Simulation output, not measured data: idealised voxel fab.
Module name: voxel self aligned contacts (process module)
Section shown: cut. Width: 220 nm. Cell size: 5 nm, square.
If you're reading a cross-section in this doc, picture square cells in a grid; it comes to you as bands, top ones listed first down to the bottom, and a band can be one or more rows of cells.
The band entry comprises the height of the band's top followed by the height of its bottom, expressed in nm, and subsequently the band's materials from left to right, each stated together with its width in nm. Where a single material is marked with the word "all across", that material fills the band from edge to edge. The word "air" represents empty space.
All heights in this document are referenced to 0, defined as the level beneath which the wafer, as received, consists entirely of one material. The lowest band is not bounded below; it extends indefinitely downward and is written in the form "from 0 down".
Note: "30->40" means the width goes from the first number (top row of the band) to the second number (bottom row) in equal steps per row of cells.
The designation "nothing altered", where it is given for a processing step, indicates that no cell of the cross-section was altered in the course of that step.
"Enclosed internal cavities" - sealed voids, min. 8 cells, no opening to top; format: width x height at distance (distance from left edge; nm throughout).
Anything after a step's settings on that line? It's the simulator's own note about the step.
"overlay nm" answers the question of how far to the right of plan the mask lay on a step that has a mask, and when it is negative the answer is to the left.

### Listed below are the process steps as planned
1. RECEIVE, material Si
2. CONFORMAL_DEP, material SiO2, thk nm 5
3. DIRECTIONAL_DEP, material polySi, thk nm 30
4. DIRECTIONAL_DEP, material SiN, thk nm 15
5. PATTERN, tone cover, mask id GATE, material resist, width nm 25, pitch nm 55, thk nm 20, overlay nm 0
6. DIRECTIONAL_ETCH, etch materials SiN, depth nm 15
7. DIRECTIONAL_ETCH, etch materials polySi, depth nm 30
8. STRIP, etch materials resist
9. CONFORMAL_DEP, material SiN, thk nm 5
10. DIRECTIONAL_ETCH, etch materials SiN, depth nm 5
11. FILL_DEP, material SiO2, thk nm 10
12. CMP, height nm 55
13. PATTERN, tone open, mask id CONTACT, material resist, width nm 40, pitch nm 55, thk nm 20, overlay nm -15
14. DIRECTIONAL_ETCH, etch materials SiO2, depth nm 55
15. STRIP, etch materials resist
16. CONFORMAL_DEP, material TiN, thk nm 5
17. FILL_DEP, material W, thk nm 5
18. CMP, height nm 55
19. CONFORMAL_DEP, material SiCN, thk nm 5
For this document, wafers share an identical start and vary in the step 13 overlay nm; the plan quotes the first wafer's value.

### Cross-sectional view of the first of several wafers in the as-received condition, corresponding to the state following step 1
	from 0 down  Si all across
	Enclosed internal cavities: none

### Per wafer, end of module: cells gained (+) or lost (-) per material since receipt, then closed voids
overlay nm -15 | +44 SiCN | +99 SiN | +219 SiO2 | +56 TiN | +20 W | +90 polySi | Enclosed internal cavities: none
overlay nm -10 | +44 SiCN | +99 SiN | +199 SiO2 | +56 TiN | +40 W | +90 polySi | Enclosed internal cavities: none
overlay nm -5 | +44 SiCN | +99 SiN | +199 SiO2 | +56 TiN | +40 W | +90 polySi | Enclosed internal cavities: none
overlay nm 0 | +44 SiCN | +99 SiN | +199 SiO2 | +56 TiN | +40 W | +90 polySi | Enclosed internal cavities: none
overlay nm 5 | +44 SiCN | +99 SiN | +199 SiO2 | +56 TiN | +40 W | +90 polySi | Enclosed internal cavities: none
overlay nm 10 | +44 SiCN | +99 SiN | +199 SiO2 | +56 TiN | +40 W | +90 polySi | Enclosed internal cavities: none
overlay nm 15 | +44 SiCN | +99 SiN | +219 SiO2 | +56 TiN | +20 W | +90 polySi | Enclosed internal cavities: none
